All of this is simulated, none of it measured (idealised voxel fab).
process module | voxel capacitor over wiring
cross-section cut | 165 nm wide | cells 5 nm
A cross-section is a grid of square cells, given in bands from the top down. A band is one or more rows of cells.
Each band's line starts with the height of the band's top and of its bottom, in nm. Then come its materials from left to right, each with its width in nm. One material with "throughout" fills the band from edge to edge. "air" is empty space.
Height 0 is the level under which the wafer as received is all one material. The lowest band goes on downwards, as in "0 down".
A width such as "30 to 40" changes by the same amount from each row of cells to the next, from the band's top row to its bottom row.
"no change" after a step means that no cell of the cross-section changed.
closed voids: empty space of 8 cells or more with no open way to the top, each as width x height at its distance from the left edge, in nm
after a step's settings: what the simulator itself notes on the step
overlay nm, on a step with a mask: how far to the right of its planned place the mask lay; to the left if negative
plan
1 op RECEIVE | material Si
2 op CONFORMAL_DEP | material SiO2 | thk nm 10
3 op DIRECTIONAL_DEP | material TiN | thk nm 5
4 op DIRECTIONAL_DEP | material W | thk nm 15
5 op MASKED_ETCH | tone cover | mask id METAL_1 | width nm 25 | pitch nm 75 | etch materials W | depth nm 15 | overlay nm 0
6 op MASKED_ETCH | tone cover | mask id METAL_1 | width nm 25 | pitch nm 75 | etch materials TiN | depth nm 5 | overlay nm 0
7 op FILL_DEP | material lowk | thk nm 5
8 op CMP | height nm 30
9 op CONFORMAL_DEP | material SiCN | thk nm 5
10 op DIRECTIONAL_DEP | material lowk | thk nm 20
11 op PATTERN | tone open | mask id PLUG_1 | material resist | width nm 15 | thk nm 15 | overlay nm 0
12 op DIRECTIONAL_ETCH | etch materials lowk | depth nm 20
13 op DIRECTIONAL_ETCH | etch materials SiCN | depth nm 5
14 op STRIP | etch materials resist
15 op EPI | material Ru | thk nm 10
16 op EPI | material Ru | thk nm 10
17 op EPI | material Ru | thk nm 5
18 op DIRECTIONAL_DEP | material TiN | thk nm 5
19 op DIRECTIONAL_DEP | material HfO2 | thk nm 5
20 op DIRECTIONAL_DEP | material TiN | thk nm 5
21 op PATTERN | tone cover | mask id UPPER_PLATE | material resist | width nm 55 | thk nm 15 | overlay nm 0
22 op DIRECTIONAL_ETCH | etch materials TiN | depth nm 5
23 op DIRECTIONAL_ETCH | etch materials HfO2 | depth nm 5
24 op STRIP | etch materials resist
25 op PATTERN | tone cover | mask id LOWER_PLATE | material resist | width nm 65 | thk nm 15 | overlay nm 0
26 op DIRECTIONAL_ETCH | etch materials TiN | depth nm 5
27 op STRIP | etch materials resist
28 op FILL_DEP | material SiO2 | thk nm 15
29 op CMP | height nm 80
30 op PATTERN | tone open | mask id PLUG_2 | material resist | width nm 15 | thk nm 15 | overlay nm 0
31 op DIRECTIONAL_ETCH | etch materials SiO2 | depth nm 10
32 op STRIP | etch materials resist
33 op CONFORMAL_DEP | material TiN | thk nm 5
34 op FILL_DEP | material Ru | thk nm 5
35 op CMP | height nm 80
36 op CONFORMAL_DEP | material SiCN | thk nm 5
as received, after step 1
  0 down: Si throughout
  closed voids: none
a wafer at the end: this start, this plan, one mistake
  85 to 80: SiCN throughout
  80 to 75: SiO2 40 | TiN 25 | SiO2 100
  75 to 70: SiO2 40 | HfO2 25 | SiO2 100
  70 to 65: SiO2 35 | TiN 60 | SiO2 70
  65 to 60: SiO2 30 | Ru 35 | HfO2 30 | SiO2 70
  60 to 55: SiO2 30 | Ru 35 | TiN 35 | SiO2 65
  55 to 35: lowk 40 | Ru 15 | lowk 110
  35 to 30: SiCN 40 | Ru 15 | SiCN 110
  30 to 15: lowk 30 | W 25 | lowk 50 | W 25 | lowk 35
  15 to 10: lowk 30 | TiN 25 | lowk 50 | TiN 25 | lowk 35
  10 to 0: SiO2 throughout
  0 down: Si throughout
  closed voids: none
what went wrong: one of the steps 15 and 16, which are alike, was run twice
